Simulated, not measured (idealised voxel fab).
Process module name: voxel self aligned vias
Square cells of 5 nm make up the cross-section cut, whose width is 255 nm.
Notation: cross-section as square-cell grid; stated in bands, top first, going down; one or more cell rows per band.
Basically the band line says how high the top is and how high the bottom is, in nm, and then what's in it from left to right, every material with its width in nm. Empty space shows up as "empty", and if a single material carries "full width" it runs the full band edge to edge.
Convention: height 0 is the level below which the wafer, as received, is all one material. The lowest band does not terminate at the bottom but continues downward, represented as "0 down".
Think of "30..40" as a width that walks from the first number to the second as you go down the band, top row to bottom row, taking equal-sized steps from row to row.
"stayed the same" after a step means that no cell of the cross-section changed.
Heads up: "Closed empty spaces" only lists the empty pockets with no open path to the top that are 8 cells or more, and it writes them as width x height at distance, distance from the left edge, in nm.
Read whatever lies past the settings on a step's line as the simulator's own remark about the step.
Each step line may optionally specify "overlay nm", which for a step with a mask gives the rightward distance between the mask's planned place and where it lay, a negative value indicating the leftward direction.
### plan
- 1: RECEIVE [material Si]
- 2: CONFORMAL_DEP [material SiO2] [thk nm 15]
- 3: CONFORMAL_DEP [material SiCN] [thk nm 5]
- 4: DIRECTIONAL_DEP [material SiO2] [thk nm 25]
- 5: PATTERN [tone open] [mask id LINES] [material resist] [width nm 30] [pitch nm 70] [thk nm 20] [overlay nm 0]
- 6: DIRECTIONAL_ETCH [etch materials SiO2] [depth nm 15]
- 7: STRIP [etch materials resist]
- 8: CONFORMAL_DEP [material TiN] [thk nm 5]
- 9: FILL_DEP [material W] [thk nm 5]
- 10: CMP [height nm 45]
- 11: SELECTIVE_ETCH [etch materials W Ru TiN] [depth nm 5]
- 12: FILL_DEP [material SiN] [thk nm 5]
- 13: CMP [height nm 45]
- 14: DIRECTIONAL_DEP [material SiO2] [thk nm 20]
- 15: PATTERN [tone open] [mask id VIAS] [material resist] [width nm 40] [pitch nm 70] [thk nm 20] [overlay nm 0]
- 16: DIRECTIONAL_ETCH [etch materials SiO2] [depth nm 20]
- 17: DIRECTIONAL_ETCH [etch materials SiN] [depth nm 5]
- 18: STRIP [etch materials resist]
- 19: CONFORMAL_DEP [material TiN] [thk nm 5]
- 20: FILL_DEP [material W] [thk nm 5]
- 21: CMP [height nm 65]
- 22: CONFORMAL_DEP [material SiN] [thk nm 5]
Wafer-to-wafer difference: depth nm, step 6. Common start. Plan = first wafer's value.
### Cross-section, first of several wafers, as delivered after step 1
> 0 down | Si full width
> Closed empty spaces: none
### Shown in cross-section: the first of several wafers at the end of the module, after its last step, step 22
> 70 to 65 | SiN full width
> 65 to 50 | 70 SiO2 / 5 TiN / 30 W / 5 TiN / 30 SiO2 / 5 TiN / 30 W / 5 TiN / 75 SiO2
> 50 to 45 | 70 SiO2 / 10 TiN / 20 W / 10 TiN / 30 SiO2 / 10 TiN / 20 W / 10 TiN / 75 SiO2
> 45 to 40 | 75 SiO2 / 30 TiN / 40 SiO2 / 30 TiN / 80 SiO2
> 40 to 35 | 75 SiO2 / 5 TiN / 20 W / 5 TiN / 40 SiO2 / 5 TiN / 20 W / 5 TiN / 80 SiO2
> 35 to 30 | 75 SiO2 / 30 TiN / 40 SiO2 / 30 TiN / 80 SiO2
> 30 to 20 | SiO2 full width
> 20 to 15 | SiCN full width
> 15 to 0 | SiO2 full width
> 0 down | Si full width
> Closed empty spaces: none
### Module end, final wafer: cross-section
> 70 to 65 | SiN full width
> 65 to 50 | 70 SiO2 / 5 TiN / 30 W / 5 TiN / 30 SiO2 / 5 TiN / 30 W / 5 TiN / 75 SiO2
> 50 to 45 | 70 SiO2 / 10 TiN / 20 W / 10 TiN / 30 SiO2 / 10 TiN / 20 W / 10 TiN / 75 SiO2
> 45 to 40 | 75 SiO2 / 30 TiN / 40 SiO2 / 30 TiN / 80 SiO2
> 40 to 25 | 75 SiO2 / 5 TiN / 20 W / 5 TiN / 40 SiO2 / 5 TiN / 20 W / 5 TiN / 80 SiO2
> 25 to 20 | 75 SiO2 / 30 TiN / 40 SiO2 / 30 TiN / 80 SiO2
> 20 to 15 | SiCN full width
> 15 to 0 | SiO2 full width
> 0 down | Si full width
> Closed empty spaces: none
### Basically each wafer gets a line in the table, showing it at the end of the module: material by material, the cells it gained (+) or lost (-) since we got it, then its closed voids
depth nm 15, +51 SiCN, +51 SiN, +512 SiO2, +48 TiN, +52 W, Closed empty spaces: none
depth nm 20, +51 SiCN, +51 SiN, +500 SiO2, +52 TiN, +60 W, Closed empty spaces: none
depth nm 25, +51 SiCN, +51 SiN, +488 SiO2, +56 TiN, +68 W, Closed empty spaces: none
depth nm 30, +51 SiCN, +51 SiN, +488 SiO2, +56 TiN, +68 W, Closed empty spaces: none
depth nm 35, +51 SiCN, +51 SiN, +488 SiO2, +56 TiN, +68 W, Closed empty spaces: none
depth nm 40, +51 SiCN, +51 SiN, +488 SiO2, +56 TiN, +68 W, Closed empty spaces: none
